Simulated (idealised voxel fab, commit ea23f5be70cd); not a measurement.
Process module, titled voxel released beams
It is cross-section cut that appears here, measuring 220 nm in width, its square cells being 5 nm in size.
Heads up, the way a cross-section reads in here is a grid of square cells, handed over as bands from the top down, with every band being one or more rows of cells.
Heads up on the band format: heights come first, top then bottom, in nm. After that it's the materials left to right, each with its width in nm. A single material flagged "full width" fills the whole band edge to edge, and "air" means there's empty space there.
A quick word on heights: they are counted from 0, and under that level the wafer as it came to us is one material throughout. The lowest band is different from the rest in having no bottom; it simply continues downward, written as in "top 0, no bottom".
The two numbers in a width such as "30..40" mark its ends across the band: the first belongs to the top row of cells, the second to the bottom row, and from each row to the next the width moves by the same amount.
Where a step carries "no alterations made", the cross-section came out of it unchanged, cell for cell.
Empty spaces counting at least 8 cells and having no open way to the top are listed in "Fully sealed cavities". The notation width x height at distance is used for each, the distance being from the left edge and all three values in nm.
On a step's line, text after the settings is the simulator commenting on that step.
For masked steps, "overlay nm" on the step line gives how far right of plan the mask actually lay; a minus sign means it lay to the left.
The following list gives the planned process steps
1: RECEIVE,material Si
2: CONFORMAL_DEP,material Al2O3,thk nm 10
3: DIRECTIONAL_DEP,material SiO2,thk nm 10
4: PATTERN,tone open,mask id ANCHOR,material resist,width nm 35,thk nm 15,overlay nm 0
5: DIRECTIONAL_ETCH,etch materials SiO2,depth nm 10
6: STRIP,etch materials resist
7: CONFORMAL_DEP,material polySi,thk nm 15
8: DIRECTIONAL_DEP,material aC,thk nm 15
9: PATTERN,tone cover,mask id BEAM,material resist,width nm 85,thk nm 30,overlay nm 0
10: DIRECTIONAL_ETCH,etch materials aC,depth nm 15
11: STRIP,etch materials resist
12: DIRECTIONAL_ETCH,etch materials polySi,depth nm 15
13: STRIP,etch materials aC
14: STRIP,etch materials SiO2
The cross-section here shows the wafer as received, i.e. in its state after step 1
	top 0, no bottom: Si full width
	Fully sealed cavities: none
First of two wafers: cross-section at end of module, run per plan
	top 35, bottom 25: air 65, then polySi 20, then air 5, then polySi 60, then air 70
	top 25, bottom 20: air 65, then polySi 85, then air 70
	top 20, bottom 10: air 70, then polySi 35, then air 115
	top 10, bottom 0: Al2O3 full width
	top 0, no bottom: Si full width
	Fully sealed cavities: none
Presented here is a cross-section of the second of the two wafers as it stood at the end of the module. It was started in the same manner and assigned the same plan as the first wafer; however, one mistake was made in its execution
	top 35, bottom 25: air 65, then polySi 55, then air 100
	top 25, bottom 20: air 65, then polySi 85, then air 70
	top 20, bottom 10: air 55, then polySi 15, then SiO2 35, then polySi 45, then air 70
	top 10, bottom 0: Al2O3 full width
	top 0, no bottom: Si full width
	Fully sealed cavities: none
In executing the process, a mistake was made relative to the plan: not per plan at step 4, really ran PATTERN,tone cover,mask id ANCHOR,material resist,width nm 35,thk nm 15,overlay nm 0
Wafer comparison, final, in cells, second relative to first, materials more or fewer: SiO2 +14
